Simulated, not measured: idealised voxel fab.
The name of this process module is voxel fin reveal.
Section cut is 275 nm wide and gridded with 5 nm square cells.
Square cells in a grid make up a cross-section in this document, and the grid is given as bands, listed from the top down, each one or more rows of cells. Heads up on the band format: heights come first, top then bottom, in nm. After that it's the materials left to right, each with its width in nm. A single material flagged "edge to edge" fills the whole band edge to edge, and "air" means there's empty space there. Where do heights start? At 0: under that level the wafer as delivered is made of one material only. And the lowest band has no floor; it just carries on downward, as in "0..down". A width such as "30->40" changes by the same amount from each row of cells to the next, from the band's top row to its bottom row. Given "everything unchanged" for a step, no cell of the cross-section differs between before and after that step. Encapsulated voids: empty space of 8 cells or more with no open way to the top, each as width x height at its distance from the left edge, in nm. The remark found on a step's line after its settings is issued by the simulator itself and pertains to that step. When a step includes a mask, the "overlay nm" setting on its line states how far to the right of its planned place that mask lay, and negative values state how far to the left.

LISTED BELOW ARE THE PROCESS STEPS AS PLANNED
1. RECEIVE | material Si
2. CONFORMAL_DEP | material SiN | thk nm 10
3. PATTERN | tone cover | mask id FINS | material resist | width nm 15 | pitch nm 35 | thk nm 20 | overlay nm -15
4. DIRECTIONAL_ETCH | etch materials SiN | depth nm 10
5. DIRECTIONAL_ETCH | etch materials Si | depth nm 40
6. STRIP | etch materials resist
7. OXIDIZE | depth nm 5
8. FILL_DEP | material SiO2 | thk nm 15
9. CMP | height nm 10
10. SELECTIVE_ETCH | etch materials SiO2 | depth nm 25
11. STRIP | etch materials SiN
12. CONFORMAL_DEP | material HfO2 | thk nm 5
For this document, wafers share an identical start and vary in the step 3 overlay nm; the plan quotes the first wafer's value.

THE FIRST OF SEVERAL WAFERS, AS RECEIVED AFTER STEP 1, SEEN IN SECTION
* 0..down  Si edge to edge
* Encapsulated voids: none

DEPICTED HERE IS THE FIRST OF SEVERAL WAFERS IN CROSS-SECTION, AT MODULE COMPLETION FOLLOWING THE LAST STEP, STEP 12
* 5..0  95 of air, then 15 of HfO2, then 20 of air, then 15 of HfO2, then 130 of air
* 0..-10  95 of air, then 5 of HfO2, then 5 of Si, then 5 of HfO2, then 20 of air, then 5 of HfO2, then 5 of Si, then 5 of HfO2, then 130 of air
* -10..-15  100 of HfO2, then 5 of Si, then 30 of HfO2, then 5 of Si, then 135 of HfO2
* -15..-45  100 of SiO2, then 5 of Si, then 30 of SiO2, then 5 of Si, then 135 of SiO2
* -45..down  Si edge to edge
* Encapsulated voids: none

LAST WAFER, END OF MODULE, CROSS-SECTION
* 5..0  125 of air, then 15 of HfO2, then 20 of air, then 15 of HfO2, then 100 of air
* 0..-10  125 of air, then 5 of HfO2, then 5 of Si, then 5 of HfO2, then 20 of air, then 5 of HfO2, then 5 of Si, then 5 of HfO2, then 100 of air
* -10..-15  130 of HfO2, then 5 of Si, then 30 of HfO2, then 5 of Si, then 105 of HfO2
* -15..-45  130 of SiO2, then 5 of Si, then 30 of SiO2, then 5 of Si, then 105 of SiO2
* -45..down  Si edge to edge
* Encapsulated voids: none

PER-WAFER ROWS BELOW. FOR EACH MATERIAL: CELLS GAINED (+) OR LOST (-) SINCE THE WAFER WAS RECEIVED, AS OF END OF MODULE. THEN: CLOSED VOIDS
overlay nm -15, +67 HfO2, -477 Si, +318 SiO2, Encapsulated voids: none
overlay nm -10, +67 HfO2, -477 Si, +318 SiO2, Encapsulated voids: none
overlay nm -5, +67 HfO2, -477 Si, +318 SiO2, Encapsulated voids: none
overlay nm 0, +67 HfO2, -477 Si, +318 SiO2, Encapsulated voids: none
overlay nm 5, +67 HfO2, -477 Si, +318 SiO2, Encapsulated voids: none
overlay nm 10, +67 HfO2, -477 Si, +318 SiO2, Encapsulated voids: none
overlay nm 15, +67 HfO2, -477 Si, +318 SiO2, Encapsulated voids: none
